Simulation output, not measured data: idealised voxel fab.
Proc. module: voxel trench capacitor
Displayed cross-section: cut, width of 260 nm, square cells sized 5 nm.
This document writes a cross-section as a grid whose cells are square, and gives it as bands, listed from the top down; one or more rows of cells form a band.
A band entry consists of two parts. The first gives the height of the band's top and the height of its bottom, in nm. The rest lists the band's materials from left to right, each with its width in nm. A single material labelled with the word "edge to edge" fills the band from edge to edge, and the word "blank" marks empty space.
Beneath 0, the wafer as received is one material, and that level is where height counting begins. The lowest band goes on downward without a bottom; it is written like "from 0 down".
A width given as "30..40" starts at the first number in the band's top row and ends at the second number in its bottom row, shifting by an equal amount at every step from row to row.
Basically "no change" means that step didn't change any cell in the cross-section.
Non-vented voids: empty space of 8 cells or more with no open way to the top, each as width x height at its distance from the left edge, in nm
Past the settings on a step's line: simulator remark, on that step.
A step's line can hold "overlay nm"; with a mask on that step, the setting says how far right of the planned place the mask lay, while a negative setting says it lay to the left.

# Steps planned for the process
step 1: op RECEIVE | material Si
step 2: op CONFORMAL_DEP | material SiN | thk nm 10
step 3: op DIRECTIONAL_DEP | material aC | thk nm 15
step 4: op PATTERN | tone open | mask id TRENCH | material resist | width nm 30 | pitch nm 55 | thk nm 30 | overlay nm 0
step 5: op DIRECTIONAL_ETCH | etch materials aC | depth nm 15
step 6: op STRIP | etch materials resist
step 7: op DIRECTIONAL_ETCH | etch materials SiN | depth nm 10
step 8: op DIRECTIONAL_ETCH | etch materials Si | depth nm 30
step 9: op STRIP | etch materials aC
step 10: op CONFORMAL_DEP | material HfO2 | thk nm 5
step 11: op CONFORMAL_DEP | material TiN | thk nm 5
step 12: op FILL_DEP | material W | thk nm 10
step 13: op CMP | height nm 10

# The following pertains to the first of two wafers, which was processed as planned

# Delivered wafer in cross-section: state after step 1
  from 0 down  Si edge to edge
  Non-vented voids: none

# Cross-section of the wafer subsequent to step 2
  from 10 to 0  SiN edge to edge
  Heights below 0 show no change.

# Cross-section of the wafer subsequent to step 3
  from 25 to 10  aC edge to edge
  Heights below 10 show no change.

# Cross-section of the wafer subsequent to step 4
  from 55 to 25  resist 30  blank 30  resist 25  blank 30  resist 25  blank 30  resist 25  blank 30  resist 35
  Heights below 25 show no change.

# Cross-section of the wafer subsequent to step 5
  from 40 to 25  resist 30  blank 30  resist 25  blank 30  resist 25  blank 30  resist 25  blank 30  resist 35
  from 25 to 10  aC 30  blank 30  aC 25  blank 30  aC 25  blank 30  aC 25  blank 30  aC 35
  Heights below 10 show no change.

# Cross-section of the wafer subsequent to step 6
  from 25 to 10  aC 30  blank 30  aC 25  blank 30  aC 25  blank 30  aC 25  blank 30  aC 35
  Heights below 10 show no change.

# Cross-section of the wafer subsequent to step 7
  from 25 to 10  aC 30  blank 30  aC 25  blank 30  aC 25  blank 30  aC 25  blank 30  aC 35
  from 10 to 0  SiN 30  blank 30  SiN 25  blank 30  SiN 25  blank 30  SiN 25  blank 30  SiN 35
  Heights below 0 show no change.

# Cross-section of the wafer subsequent to step 8
  from 25 to 10  aC 30  blank 30  aC 25  blank 30  aC 25  blank 30  aC 25  blank 30  aC 35
  from 10 to 0  SiN 30  blank 30  SiN 25  blank 30  SiN 25  blank 30  SiN 25  blank 30  SiN 35
  from 0 to -30  Si 30  blank 30  Si 25  blank 30  Si 25  blank 30  Si 25  blank 30  Si 35
  Heights below -30 show no change.

# Cross-section of the wafer subsequent to step 9
  from 10 to 0  SiN 30  blank 30  SiN 25  blank 30  SiN 25  blank 30  SiN 25  blank 30  SiN 35
  Heights below 0 show no change.

# Cross-section of the wafer subsequent to step 10
  from 15 to 10  HfO2 35  blank 20  HfO2 35  blank 20  HfO2 35  blank 20  HfO2 35  blank 20  HfO2 40
  from 10 to 0  SiN 30  HfO2 5  blank 20  HfO2 5  SiN 25  HfO2 5  blank 20  HfO2 5  SiN 25  HfO2 5  blank 20  HfO2 5  SiN 25  HfO2 5  blank 20  HfO2 5  SiN 35
  from 0 to -25  Si 30  HfO2 5  blank 20  HfO2 5  Si 25  HfO2 5  blank 20  HfO2 5  Si 25  HfO2 5  blank 20  HfO2 5  Si 25  HfO2 5  blank 20  HfO2 5  Si 35
  from -25 to -30  Si 30  HfO2 30  Si 25  HfO2 30  Si 25  HfO2 30  Si 25  HfO2 30  Si 35
  Heights below -30 show no change.

# Cross-section of the wafer subsequent to step 11
  from 20 to 15  TiN 40  blank 10  TiN 45  blank 10  TiN 45  blank 10  TiN 45  blank 10  TiN 45
  from 15 to 10  HfO2 35  TiN 5  blank 10  TiN 5  HfO2 35  TiN 5  blank 10  TiN 5  HfO2 35  TiN 5  blank 10  TiN 5  HfO2 35  TiN 5  blank 10  TiN 5  HfO2 40
  from 10 to 0  SiN 30  HfO2 5  TiN 5  blank 10  TiN 5  HfO2 5  SiN 25  HfO2 5  TiN 5  blank 10  TiN 5  HfO2 5  SiN 25  HfO2 5  TiN 5  blank 10  TiN 5  HfO2 5  SiN 25  HfO2 5  TiN 5  blank 10  TiN 5  HfO2 5  SiN 35
  from 0 to -20  Si 30  HfO2 5  TiN 5  blank 10  TiN 5  HfO2 5  Si 25  HfO2 5  TiN 5  blank 10  TiN 5  HfO2 5  Si 25  HfO2 5  TiN 5  blank 10  TiN 5  HfO2 5  Si 25  HfO2 5  TiN 5  blank 10  TiN 5  HfO2 5  Si 35
  from -20 to -25  Si 30  HfO2 5  TiN 20  HfO2 5  Si 25  HfO2 5  TiN 20  HfO2 5  Si 25  HfO2 5  TiN 20  HfO2 5  Si 25  HfO2 5  TiN 20  HfO2 5  Si 35
  Heights below -25 show no change.

# Cross-section of the wafer subsequent to step 12
  from 30 to 20  W edge to edge
  from 20 to 15  TiN 40  W 10  TiN 45  W 10  TiN 45  W 10  TiN 45  W 10  TiN 45
  from 15 to 10  HfO2 35  TiN 5  W 10  TiN 5  HfO2 35  TiN 5  W 10  TiN 5  HfO2 35  TiN 5  W 10  TiN 5  HfO2 35  TiN 5  W 10  TiN 5  HfO2 40
  from 10 to 0  SiN 30  HfO2 5  TiN 5  W 10  TiN 5  HfO2 5  SiN 25  HfO2 5  TiN 5  W 10  TiN 5  HfO2 5  SiN 25  HfO2 5  TiN 5  W 10  TiN 5  HfO2 5  SiN 25  HfO2 5  TiN 5  W 10  TiN 5  HfO2 5  SiN 35
  from 0 to -20  Si 30  HfO2 5  TiN 5  W 10  TiN 5  HfO2 5  Si 25  HfO2 5  TiN 5  W 10  TiN 5  HfO2 5  Si 25  HfO2 5  TiN 5  W 10  TiN 5  HfO2 5  Si 25  HfO2 5  TiN 5  W 10  TiN 5  HfO2 5  Si 35
  Heights below -20 show no change.

# Cross-section of the wafer subsequent to step 13
  from 10 to 0  SiN 30  HfO2 5  TiN 5  W 10  TiN 5  HfO2 5  SiN 25  HfO2 5  TiN 5  W 10  TiN 5  HfO2 5  SiN 25  HfO2 5  TiN 5  W 10  TiN 5  HfO2 5  SiN 25  HfO2 5  TiN 5  W 10  TiN 5  HfO2 5  SiN 35
  Heights below 0 show no change.

# Wafer two of two - same starting point, same process plan, one mistake in execution; matches wafer one up to and including step 7

# Look at the second wafer in cross-section at the time step 8 ought to have finished
  from 25 to 10  aC 30  blank 30  aC 25  blank 30  aC 25  blank 30  aC 25  blank 30  aC 35
  from 10 to 0  SiN 30  blank 30  SiN 25  blank 30  SiN 25  blank 30  SiN 25  blank 30  SiN 35
  from 0 to -40  Si 30  blank 30  Si 25  blank 30  Si 25  blank 30  Si 25  blank 30  Si 35
  Heights below -40 show no change.

# Look at the second wafer in cross-section at the time step 9 ought to have finished
  from 10 to 0  SiN 30  blank 30  SiN 25  blank 30  SiN 25  blank 30  SiN 25  blank 30  SiN 35
  Heights below 0 show no change.

# Look at the second wafer in cross-section at the time step 10 ought to have finished
  from 15 to 10  HfO2 35  blank 20  HfO2 35  blank 20  HfO2 35  blank 20  HfO2 35  blank 20  HfO2 40
  from 10 to 0  SiN 30  HfO2 5  blank 20  HfO2 5  SiN 25  HfO2 5  blank 20  HfO2 5  SiN 25  HfO2 5  blank 20  HfO2 5  SiN 25  HfO2 5  blank 20  HfO2 5  SiN 35
  from 0 to -35  Si 30  HfO2 5  blank 20  HfO2 5  Si 25  HfO2 5  blank 20  HfO2 5  Si 25  HfO2 5  blank 20  HfO2 5  Si 25  HfO2 5  blank 20  HfO2 5  Si 35
  from -35 to -40  Si 30  HfO2 30  Si 25  HfO2 30  Si 25  HfO2 30  Si 25  HfO2 30  Si 35
  Heights below -40 show no change.

# Look at the second wafer in cross-section at the time step 11 ought to have finished
  from 20 to 15  TiN 40  blank 10  TiN 45  blank 10  TiN 45  blank 10  TiN 45  blank 10  TiN 45
  from 15 to 10  HfO2 35  TiN 5  blank 10  TiN 5  HfO2 35  TiN 5  blank 10  TiN 5  HfO2 35  TiN 5  blank 10  TiN 5  HfO2 35  TiN 5  blank 10  TiN 5  HfO2 40
  from 10 to 0  SiN 30  HfO2 5  TiN 5  blank 10  TiN 5  HfO2 5  SiN 25  HfO2 5  TiN 5  blank 10  TiN 5  HfO2 5  SiN 25  HfO2 5  TiN 5  blank 10  TiN 5  HfO2 5  SiN 25  HfO2 5  TiN 5  blank 10  TiN 5  HfO2 5  SiN 35
  from 0 to -30  Si 30  HfO2 5  TiN 5  blank 10  TiN 5  HfO2 5  Si 25  HfO2 5  TiN 5  blank 10  TiN 5  HfO2 5  Si 25  HfO2 5  TiN 5  blank 10  TiN 5  HfO2 5  Si 25  HfO2 5  TiN 5  blank 10  TiN 5  HfO2 5  Si 35
  from -30 to -35  Si 30  HfO2 5  TiN 20  HfO2 5  Si 25  HfO2 5  TiN 20  HfO2 5  Si 25  HfO2 5  TiN 20  HfO2 5  Si 25  HfO2 5  TiN 20  HfO2 5  Si 35
  Heights below -35 show no change.

# Look at the second wafer in cross-section at the time step 12 ought to have finished
  from 30 to 20  W edge to edge
  from 20 to 15  TiN 40  W 10  TiN 45  W 10  TiN 45  W 10  TiN 45  W 10  TiN 45
  from 15 to 10  HfO2 35  TiN 5  W 10  TiN 5  HfO2 35  TiN 5  W 10  TiN 5  HfO2 35  TiN 5  W 10  TiN 5  HfO2 35  TiN 5  W 10  TiN 5  HfO2 40
  from 10 to 0  SiN 30  HfO2 5  TiN 5  W 10  TiN 5  HfO2 5  SiN 25  HfO2 5  TiN 5  W 10  TiN 5  HfO2 5  SiN 25  HfO2 5  TiN 5  W 10  TiN 5  HfO2 5  SiN 25  HfO2 5  TiN 5  W 10  TiN 5  HfO2 5  SiN 35
  from 0 to -30  Si 30  HfO2 5  TiN 5  W 10  TiN 5  HfO2 5  Si 25  HfO2 5  TiN 5  W 10  TiN 5  HfO2 5  Si 25  HfO2 5  TiN 5  W 10  TiN 5  HfO2 5  Si 25  HfO2 5  TiN 5  W 10  TiN 5  HfO2 5  Si 35
  Heights below -30 show no change.

# Look at the second wafer in cross-section at the time step 13 ought to have finished
  from 10 to 0  SiN 30  HfO2 5  TiN 5  W 10  TiN 5  HfO2 5  SiN 25  HfO2 5  TiN 5  W 10  TiN 5  HfO2 5  SiN 25  HfO2 5  TiN 5  W 10  TiN 5  HfO2 5  SiN 25  HfO2 5  TiN 5  W 10  TiN 5  HfO2 5  SiN 35
  Heights below 0 show no change.
What went wrong in running the wafer? off-plan run, step 8, actual operation and settings op DIRECTIONAL_ETCH | etch materials Si | depth nm 40
The final cell counts differ between the wafers, with the second having more or fewer of some materials than the first: 16 more of HfO2 | 48 fewer of Si | 16 more of TiN | 16 more of W
